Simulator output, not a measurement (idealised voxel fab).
Process module heading - voxel gate over fins
Shown is cross-section cut, with a width of 195 nm and square cells of size 5 nm.
Just so we're on the same page, the cross-sections are grids of square cells, and they're listed out in bands top to bottom, each band one or more rows deep.
It is stipulated that each band's entry specify, in nanometres, the height of the top of the band and then that of its bottom, followed by the materials of the band in left-to-right sequence, each together with its width in nanometres. A single material marked by the word "throughout" is understood to fill the band from edge to edge; the word "empty" is understood to denote empty space.
We count height from 0. Below that, the starting wafer is all one material. The lowest band never ends at the bottom but goes on down; see "0 -> down" for how that is written.
So if you see something like "30..40" for the width, read it as the top row of the band sitting at the first number and the bottom row at the second, with every row in between moving by the same amount as the last.
No cell of the cross-section changed in a step that is given as "left unchanged".
"Listed closed voids" contains a list of empty spaces, each no smaller than 8 cells and without an open way to the top, written in the form width x height at distance with the distance from the left edge and all three in nm.
The remark found on a step's line after its settings is issued by the simulator itself and pertains to that step.
overlay nm, on a step with a mask: how far to the right of its planned place the mask lay; to the left if negative

## Process steps - plan
1 RECEIVE with material Si
2 CONFORMAL_DEP with material SiN, thk nm 10
3 PATTERN with tone cover, mask id FINS, material resist, width nm 15, pitch nm 40, thk nm 15, overlay nm 0
4 DIRECTIONAL_ETCH with etch materials SiN, depth nm 10
5 DIRECTIONAL_ETCH with etch materials Si, depth nm 30
6 STRIP with etch materials resist
7 OXIDIZE with depth nm 5
8 FILL_DEP with material SiO2, thk nm 5
9 CMP with height nm 10
10 SELECTIVE_ETCH with etch materials SiO2, depth nm 25
11 STRIP with etch materials SiN
12 CONFORMAL_DEP with material HfO2, thk nm 5
13 CONFORMAL_DEP with material TiN, thk nm 5
14 CONFORMAL_DEP with material TiAl, thk nm 5
15 CONFORMAL_DEP with material TiN, thk nm 5
16 FILL_DEP with material W, thk nm 15
17 CMP with height nm 30
18 CONFORMAL_DEP with material SiCN, thk nm 5

## Cross-section of the wafer as it came to us, i.e., already through step 1
0 -> down: Si throughout
Listed closed voids: none

## The first of the two wafers as seen in cross-section once the module was finished; processing followed the plan
35 -> 30: SiCN throughout
30 -> 20: W throughout
20 -> 15: 55 of W; 85 of TiN; 55 of W
15 -> 10: 55 of W; 5 of TiN; 35 of TiAl; 5 of TiN; 35 of TiAl; 5 of TiN; 55 of W
10 -> 5: 55 of W; 5 of TiN; 5 of TiAl; 25 of TiN; 5 of TiAl; 5 of TiN; 5 of TiAl; 25 of TiN; 5 of TiAl; 5 of TiN; 55 of W
5 -> 0: 60 of TiN; 5 of TiAl; 5 of TiN; 15 of HfO2; 5 of TiN; 5 of TiAl; 5 of TiN; 5 of TiAl; 5 of TiN; 15 of HfO2; 5 of TiN; 5 of TiAl; 60 of TiN
0 -> -5: 65 of TiAl; 5 of TiN; 5 of HfO2; 5 of Si; 5 of HfO2; 5 of TiN; 15 of TiAl; 5 of TiN; 5 of HfO2; 5 of Si; 5 of HfO2; 5 of TiN; 65 of TiAl
-5 -> -10: 70 of TiN; 5 of HfO2; 5 of Si; 5 of HfO2; 25 of TiN; 5 of HfO2; 5 of Si; 5 of HfO2; 70 of TiN
-10 -> -15: 75 of HfO2; 5 of Si; 35 of HfO2; 5 of Si; 75 of HfO2
-15 -> -35: 75 of SiO2; 5 of Si; 35 of SiO2; 5 of Si; 75 of SiO2
-35 -> down: Si throughout
Listed closed voids: none

## Cross-sectional view of the second of two wafers upon completion of the module. This wafer shared its starting condition and process plan with the first; one error was made during its execution
35 -> 30: SiCN throughout
30 -> 25: TiN throughout
25 -> 20: TiAl throughout
20 -> 15: TiN throughout
15 -> 10: HfO2 throughout
10 -> 0: SiCN throughout
0 -> down: Si throughout
Listed closed voids: none
Where did the run depart from the plan? in deviation from the planned setting, step 2 was conducted as CONFORMAL_DEP with material SiCN, thk nm 10
Per the end-of-run cell counts, the second wafer holds more or fewer of some materials than the first: 12 fewer of HfO2; 259 more of Si; 78 more of SiCN; 148 fewer of SiO2; 12 fewer of TiAl; 21 fewer of TiN; 144 fewer of W
